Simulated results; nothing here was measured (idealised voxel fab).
Documented hereafter: the process module known as voxel wiring stack.
We display cut, a cross-section 165 nm in width whose square cells are each 5 nm.
Each cross-section below is a grid of square cells, stated as bands in top-down order, with one or more rows of cells making up each band.
Top height, bottom height, nm. Materials left to right, width each, nm. Single material + "edge to edge" = fills band edge to edge. "blank" = empty.
Zero point of the height axis is 0; under it, received wafer = one material. Lowest band: continues down indefinitely, "z 0 and below".
A two-number width, for instance "30 to 40", indicates that the width is equal to the first number in the top row of the band and to the second number in the bottom row, and that it changes by a constant amount per row of cells.
"no change" (step): cross-section cells unchanged, all of them.
Closed-off voids of 8+ cells (no open route to the top) go in "Enclosed void listing", written width x height at distance from the left edge, in nm.
What comes after the settings on a step's line is commentary from the simulator itself on that step.
The setting "overlay nm" may be written on the line of a step. When the step uses a mask, the value reports how far to the right of the planned place the mask lay, and a negative value reports that it lay to the left.

Below is the list of planned process steps
1 RECEIVE, material Si
2 CONFORMAL_DEP, material SiO2, thk nm 10
3 CONFORMAL_DEP, material SiCN, thk nm 5
4 DIRECTIONAL_DEP, material lowk, thk nm 20
5 MASKED_ETCH, tone open, mask id METAL_1, width nm 20, pitch nm 35, etch materials lowk, depth nm 20, overlay nm 0
6 MASKED_ETCH, tone open, mask id METAL_1, width nm 20, pitch nm 35, etch materials SiCN, depth nm 5, overlay nm 0
7 CONFORMAL_DEP, material TiN, thk nm 5
8 FILL_DEP, material Ru, thk nm 10
9 CMP, height nm 35
10 CONFORMAL_DEP, material SiCN, thk nm 5
11 DIRECTIONAL_DEP, material SiO2, thk nm 35
12 MASKED_ETCH, tone open, mask id METAL_2, width nm 20, pitch nm 35, etch materials SiO2, depth nm 20, overlay nm 0
13 MASKED_ETCH, tone open, mask id METAL_2_HOLES, width nm 15, pitch nm 70, etch materials SiO2, depth nm 15, overlay nm 0
14 MASKED_ETCH, tone open, mask id METAL_2_HOLES, width nm 15, pitch nm 70, etch materials SiCN, depth nm 5, overlay nm 0
15 CONFORMAL_DEP, material TiN, thk nm 5
16 FILL_DEP, material Cu, thk nm 5
17 CMP, height nm 75
18 CONFORMAL_DEP, material SiCN, thk nm 5

Received-state cross-section, reflecting completion of step 1
- z 0 and below | Si edge to edge
- Enclosed void listing: none

Cross-section: first of two wafers, module finished, run according to plan
- z 80 to 75 | SiCN edge to edge
- z 75 to 60 | SiO2=35, TiN=5, Cu=10, TiN=5, SiO2=15, TiN=5, Cu=10, TiN=5, SiO2=15, TiN=5, Cu=10, TiN=5, SiO2=40
- z 60 to 55 | SiO2=35, TiN=5, Cu=5, TiN=10, SiO2=15, TiN=20, SiO2=15, TiN=5, Cu=5, TiN=10, SiO2=40
- z 55 to 40 | SiO2=35, TiN=5, Cu=5, TiN=5, SiO2=55, TiN=5, Cu=5, TiN=5, SiO2=45
- z 40 to 35 | SiCN=35, TiN=15, SiCN=55, TiN=15, SiCN=45
- z 35 to 15 | lowk=35, TiN=5, Ru=10, TiN=5, lowk=15, TiN=5, Ru=10, TiN=5, lowk=15, TiN=5, Ru=10, TiN=5, lowk=40
- z 15 to 10 | SiCN=35, TiN=20, SiCN=15, TiN=20, SiCN=15, TiN=20, SiCN=40
- z 10 to 0 | SiO2 edge to edge
- z 0 and below | Si edge to edge
- Enclosed void listing: none

Presented here is a cross-section of the second of the two wafers as it stood at the end of the module. It was started in the same manner and assigned the same plan as the first wafer; however, one mistake was made in its execution
- z 80 to 75 | SiCN edge to edge
- z 75 to 60 | SiO2=35, TiN=5, Cu=10, TiN=5, SiO2=15, TiN=5, Cu=10, TiN=5, SiO2=15, TiN=5, Cu=10, TiN=5, SiO2=40
- z 60 to 55 | SiO2=35, TiN=5, Cu=5, TiN=10, SiO2=15, TiN=20, SiO2=15, TiN=5, Cu=5, TiN=10, SiO2=40
- z 55 to 40 | SiO2=35, TiN=5, Cu=5, TiN=5, SiO2=55, TiN=5, Cu=5, TiN=5, SiO2=45
- z 40 to 35 | SiCN=35, TiN=15, SiCN=55, TiN=15, SiCN=45
- z 35 to 20 | Ru=30, TiN=5, lowk=20, TiN=5, Ru=5, TiN=5, lowk=20, TiN=5, Ru=5, TiN=5, lowk=20, TiN=5, Ru=35
- z 20 to 15 | TiN=35, lowk=20, TiN=15, lowk=20, TiN=15, lowk=20, TiN=40
- z 15 to 10 | SiCN edge to edge
- z 10 to 0 | SiO2 edge to edge
- z 0 and below | Si edge to edge
- Enclosed void listing: none
Plan not followed: step 5 did not use the planned setting and instead ran as MASKED_ETCH, tone cover, mask id METAL_1, width nm 20, pitch nm 35, etch materials lowk, depth nm 20, overlay nm 0
Wafer comparison, final, in cells, second relative to first, materials more or fewer: Ru +21, SiCN +12, TiN +3, lowk -36
